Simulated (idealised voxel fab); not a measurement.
Process module name: voxel gate over fins
Xsec cut, 240 nm wide, square cell size 5 nm.
Cross-sections here: square-cell grids, written as top-down lists of bands, a band being one or more rows of cells. Band entry format. Leading values: height of top, height of bottom, nm. Remainder: materials in left-to-right order, each with its width in nm. Special words: "all across" on a single material, which then fills the band edge to edge; "air", empty space. Height 0 is the level under which the wafer as received is all one material. The lowest band goes on downwards, as in "0..down". Width: "30->40" (first number = top row, second number = bottom row, same change from row to row of cells). A step reported as "changes: none" is a step in which no cell of the cross-section changed. Voids not open to the top, 8 cells minimum: see "Closed void entries". Written width x height at distance; distance is from the left edge; nm. after a step's settings: what the simulator itself notes on the step. overlay nm: mask right of planned place by this much (step with mask). Neg. = left.
Below is the list of planned process steps
1) op RECEIVE | material Si
2) op CONFORMAL_DEP | material SiN | thk nm 5
3) op PATTERN | tone cover | mask id FINS | material resist | width nm 15 | pitch nm 60 | thk nm 15 | overlay nm 0
4) op DIRECTIONAL_ETCH | etch materials SiN | depth nm 5
5) op DIRECTIONAL_ETCH | etch materials Si | depth nm 35
6) op STRIP | etch materials resist
7) op OXIDIZE | depth nm 5
8) op FILL_DEP | material SiO2 | thk nm 5
9) op CMP | height nm 5
10) op MASKED_ETCH | tone open | mask id RAIL | width nm 15 | etch materials SiO2 | depth nm 35 | overlay nm 0
11) op CONFORMAL_DEP | material TiN | thk nm 5
12) op FILL_DEP | material W | thk nm 5
13) op CMP | height nm 5
14) op SELECTIVE_ETCH | etch materials W Ru TiN | depth nm 25
15) op FILL_DEP | material SiO2 | thk nm 5
16) op CMP | height nm 5
17) op SELECTIVE_ETCH | etch materials SiO2 | depth nm 20
18) op STRIP | etch materials SiN
19) op CONFORMAL_DEP | material HfO2 | thk nm 5
20) op CONFORMAL_DEP | material TiN | thk nm 5
21) op FILL_DEP | material W | thk nm 15
22) op CMP | height nm 20
23) op CONFORMAL_DEP | material SiN | thk nm 5
Step 1 complete: cross-section of the wafer as received
- 0..down: Si all across
- Closed void entries: none
Cross-section: first of two wafers, module finished, run according to plan
- 25..20: SiN all across
- 20..10: W all across
- 10..5: 45 W; 25 TiN; 35 W; 25 TiN; 35 W; 25 TiN; 50 W
- 5..0: 45 W; 5 TiN; 15 HfO2; 5 TiN; 35 W; 5 TiN; 15 HfO2; 5 TiN; 35 W; 5 TiN; 15 HfO2; 5 TiN; 50 W
- 0..-5: 45 W; 5 TiN; 5 HfO2; 5 Si; 5 HfO2; 5 TiN; 35 W; 5 TiN; 5 HfO2; 5 Si; 5 HfO2; 5 TiN; 35 W; 5 TiN; 5 HfO2; 5 Si; 5 HfO2; 5 TiN; 50 W
- -5..-10: 50 TiN; 5 HfO2; 5 Si; 5 HfO2; 45 TiN; 5 HfO2; 5 Si; 5 HfO2; 45 TiN; 5 HfO2; 5 Si; 5 HfO2; 55 TiN
- -10..-15: 55 HfO2; 5 Si; 55 HfO2; 5 Si; 55 HfO2; 5 Si; 60 HfO2
- -15..-20: 55 SiO2; 5 Si; 55 SiO2; 5 Si; 55 SiO2; 5 Si; 60 SiO2
- -20..-25: 55 SiO2; 5 Si; 20 SiO2; 5 TiN; 5 W; 5 TiN; 20 SiO2; 5 Si; 55 SiO2; 5 Si; 60 SiO2
- -25..-30: 55 SiO2; 5 Si; 20 SiO2; 15 TiN; 20 SiO2; 5 Si; 55 SiO2; 5 Si; 60 SiO2
- -30..-40: 55 SiO2; 5 Si; 55 SiO2; 5 Si; 55 SiO2; 5 Si; 60 SiO2
- -40..down: Si all across
- Closed void entries: none
Module end: cross-section of wafer two of two. Same start and process plan as the first wafer. One mistake during execution
- 25..20: SiN all across
- 20..10: W all across
- 10..5: 40 W; 35 TiN; 25 W; 35 TiN; 25 W; 35 TiN; 45 W
- 5..0: 40 W; 5 TiN; 25 HfO2; 5 TiN; 25 W; 5 TiN; 25 HfO2; 5 TiN; 25 W; 5 TiN; 25 HfO2; 5 TiN; 45 W
- 0..-5: 40 W; 5 TiN; 5 HfO2; 15 Si; 5 HfO2; 5 TiN; 25 W; 5 TiN; 5 HfO2; 15 Si; 5 HfO2; 5 TiN; 25 W; 5 TiN; 5 HfO2; 15 Si; 5 HfO2; 5 TiN; 45 W
- -5..-10: 45 TiN; 5 HfO2; 15 Si; 5 HfO2; 35 TiN; 5 HfO2; 15 Si; 5 HfO2; 35 TiN; 5 HfO2; 15 Si; 5 HfO2; 50 TiN
- -10..-15: 50 HfO2; 15 Si; 45 HfO2; 15 Si; 45 HfO2; 15 Si; 55 HfO2
- -15..-20: 50 SiO2; 15 Si; 45 SiO2; 15 Si; 45 SiO2; 15 Si; 55 SiO2
- -20..-25: 50 SiO2; 15 Si; 15 SiO2; 5 TiN; 5 W; 5 TiN; 15 SiO2; 15 Si; 45 SiO2; 15 Si; 55 SiO2
- -25..-30: 50 SiO2; 15 Si; 15 SiO2; 15 TiN; 15 SiO2; 15 Si; 45 SiO2; 15 Si; 55 SiO2
- -30..-40: 50 SiO2; 15 Si; 45 SiO2; 15 Si; 45 SiO2; 15 Si; 55 SiO2
- -40..down: Si all across
- Closed void entries: none
Which mistake was made when the wafer was run? note that step 3 departed from the planned setting and was carried out as op PATTERN | tone cover | mask id FINS | material resist | width nm 25 | pitch nm 60 | thk nm 15 | overlay nm 0
End of process, cell counts, second wafer against first, materials with more or fewer: 48 more of Si | 30 fewer of SiO2 | 18 fewer of W
